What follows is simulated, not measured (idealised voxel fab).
This section sets out a process module, namely voxel wiring stack.
Section shown: cut. Width: 185 nm. Cell size: 5 nm, square.
A cross-section is a grid of square cells, given in bands from the top down. A band is one or more rows of cells. Band entry format. Leading values: height of top, height of bottom, nm. Remainder: materials in left-to-right order, each with its width in nm. Special words: "all across" on a single material, which then fills the band edge to edge; "blank", empty space. Height is counted from the level 0, under which the received wafer is composed throughout of one material. The lowest of the bands is not closed at the bottom but continues downward, in the notation "0..down". Per-row width for "30..40": begins at first number (top row of band), ends at second number (bottom row), increment between rows held constant. The cross-section has no changed cell in any step marked "nothing altered". Look at "Sealed internal voids" for the closed voids: empty spaces with no open path to the top, sized 8 cells or up. Each is width x height at distance, distance from the left edge, all nm. That trailing text on a step's line, after the settings, is the simulator's own remark on the step. overlay nm: for a step with a mask, the amount by which the mask lay right of where it was planned; a negative amount means left of it.

# Planned process steps
| 1 | RECEIVE (material Si) |
| 2 | CONFORMAL_DEP (material SiO2; thk nm 15) |
| 3 | DIRECTIONAL_DEP (material TiN; thk nm 5) |
| 4 | DIRECTIONAL_DEP (material Ru; thk nm 25) |
| 5 | PATTERN (tone cover; mask id METAL_1; material resist; width nm 30; pitch nm 45; thk nm 15; overlay nm 0) |
| 6 | DIRECTIONAL_ETCH (etch materials Ru; depth nm 25) |
| 7 | DIRECTIONAL_ETCH (etch materials TiN; depth nm 5) |
| 8 | STRIP (etch materials resist) |
| 9 | CONFORMAL_DEP (material SiCN; thk nm 5) |
| 10 | FILL_DEP (material SiO2; thk nm 5) |
| 11 | CMP (height nm 45) |
| 12 | CONFORMAL_DEP (material SiCN; thk nm 5) |
| 13 | DIRECTIONAL_DEP (material lowk; thk nm 10) |
| 14 | DIRECTIONAL_DEP (material aC; thk nm 15) |
| 15 | PATTERN (tone open; mask id PLUG_1; material resist; width nm 15; pitch nm 90; thk nm 30; overlay nm 0) |
| 16 | DIRECTIONAL_ETCH (etch materials aC; depth nm 15) |
| 17 | STRIP (etch materials resist) |
| 18 | DIRECTIONAL_ETCH (etch materials lowk; depth nm 10) |
| 19 | DIRECTIONAL_ETCH (etch materials SiCN; depth nm 5) |
| 20 | STRIP (etch materials aC) |
| 21 | EPI (material Ru; thk nm 10) |
| 22 | EPI (material Ru; thk nm 5) |
| 23 | CONFORMAL_DEP (material SiN; thk nm 5) |
| 24 | DIRECTIONAL_DEP (material lowk; thk nm 25) |
| 25 | MASKED_ETCH (tone open; mask id METAL_2; width nm 30; pitch nm 45; etch materials lowk; depth nm 25; overlay nm 0) |
| 26 | MASKED_ETCH (tone open; mask id METAL_2; width nm 30; pitch nm 45; etch materials SiN; depth nm 5; overlay nm 0) |
| 27 | CONFORMAL_DEP (material TiN; thk nm 5) |
| 28 | FILL_DEP (material Cu; thk nm 5) |
| 29 | CMP (height nm 90) |
| 30 | EPI (material Ru; thk nm 5) |
| 31 | FILL_DEP (material SiCN; thk nm 5) |
| 32 | DIRECTIONAL_DEP (material lowk; thk nm 25) |
| 33 | DIRECTIONAL_DEP (material aC; thk nm 15) |
| 34 | PATTERN (tone open; mask id METAL_3_HOLES; material resist; width nm 15; pitch nm 45; thk nm 35; overlay nm 0) |
| 35 | DIRECTIONAL_ETCH (etch materials aC; depth nm 15) |
| 36 | STRIP (etch materials resist) |
| 37 | DIRECTIONAL_ETCH (etch materials lowk; depth nm 25) |
| 38 | STRIP (etch materials aC) |
| 39 | DIRECTIONAL_DEP (material aC; thk nm 10) |
| 40 | PATTERN (tone open; mask id METAL_3; material resist; width nm 30; pitch nm 45; thk nm 30; overlay nm 0) |
| 41 | DIRECTIONAL_ETCH (etch materials aC; depth nm 10) |
| 42 | STRIP (etch materials resist) |
| 43 | DIRECTIONAL_ETCH (etch materials lowk; depth nm 15) |
| 44 | DIRECTIONAL_ETCH (etch materials SiCN; depth nm 5) |
| 45 | STRIP (etch materials aC) |
| 46 | CONFORMAL_DEP (material TiN; thk nm 5) |
| 47 | FILL_DEP (material Cu; thk nm 10) |
| 48 | CMP (height nm 125) |
| 49 | CONFORMAL_DEP (material SiN; thk nm 5) |

# Received-state cross-section, reflecting completion of step 1
0..down: Si all across
Sealed internal voids: none

# Same starting wafer, same plan as above, one mistake in the execution; this is the cross-section at the end of the module
130..125: SiN all across
125..115: 30 nm lowk / 5 nm TiN / 20 nm Cu / 5 nm TiN / 15 nm lowk / 5 nm TiN / 20 nm Cu / 5 nm TiN / 15 nm lowk / 5 nm TiN / 20 nm Cu / 5 nm TiN / 35 nm lowk
115..110: 30 nm lowk / 5 nm TiN / 5 nm Cu / 20 nm TiN / 15 nm lowk / 5 nm TiN / 5 nm Cu / 20 nm TiN / 15 nm lowk / 5 nm TiN / 5 nm Cu / 20 nm TiN / 35 nm lowk
110..100: 30 nm lowk / 5 nm TiN / 5 nm Cu / 5 nm TiN / 30 nm lowk / 5 nm TiN / 5 nm Cu / 5 nm TiN / 30 nm lowk / 5 nm TiN / 5 nm Cu / 5 nm TiN / 50 nm lowk
100..95: 30 nm SiCN / 15 nm TiN / 30 nm SiCN / 15 nm TiN / 30 nm SiCN / 15 nm TiN / 50 nm SiCN
95..90: 25 nm SiCN / 40 nm Ru / 5 nm SiCN / 40 nm Ru / 5 nm SiCN / 40 nm Ru / 30 nm SiCN
90..65: 30 nm lowk / 5 nm TiN / 20 nm Cu / 5 nm TiN / 15 nm lowk / 5 nm TiN / 20 nm Cu / 5 nm TiN / 15 nm lowk / 5 nm TiN / 20 nm Cu / 5 nm TiN / 35 nm lowk
65..60: 30 nm SiN / 30 nm TiN / 15 nm SiN / 30 nm TiN / 15 nm SiN / 30 nm TiN / 35 nm SiN
60..50: 30 nm lowk / 5 nm SiN / 5 nm TiN / 5 nm SiN / 75 nm lowk / 5 nm SiN / 5 nm TiN / 5 nm SiN / 50 nm lowk
50..45: SiN all across
45..20: 25 nm SiO2 / 5 nm SiCN / 30 nm Ru / 5 nm SiCN / 5 nm SiO2 / 5 nm SiCN / 30 nm Ru / 5 nm SiCN / 5 nm SiO2 / 5 nm SiCN / 30 nm Ru / 5 nm SiCN / 30 nm SiO2
20..15: 30 nm SiCN / 30 nm TiN / 15 nm SiCN / 30 nm TiN / 15 nm SiCN / 30 nm TiN / 35 nm SiCN
15..0: SiO2 all across
0..down: Si all across
Sealed internal voids: none
In executing the process, a mistake was made relative to the plan: it should be noted that step 12 was executed with settings other than those planned, the operation and settings actually applied being CONFORMAL_DEP (material SiN; thk nm 5)
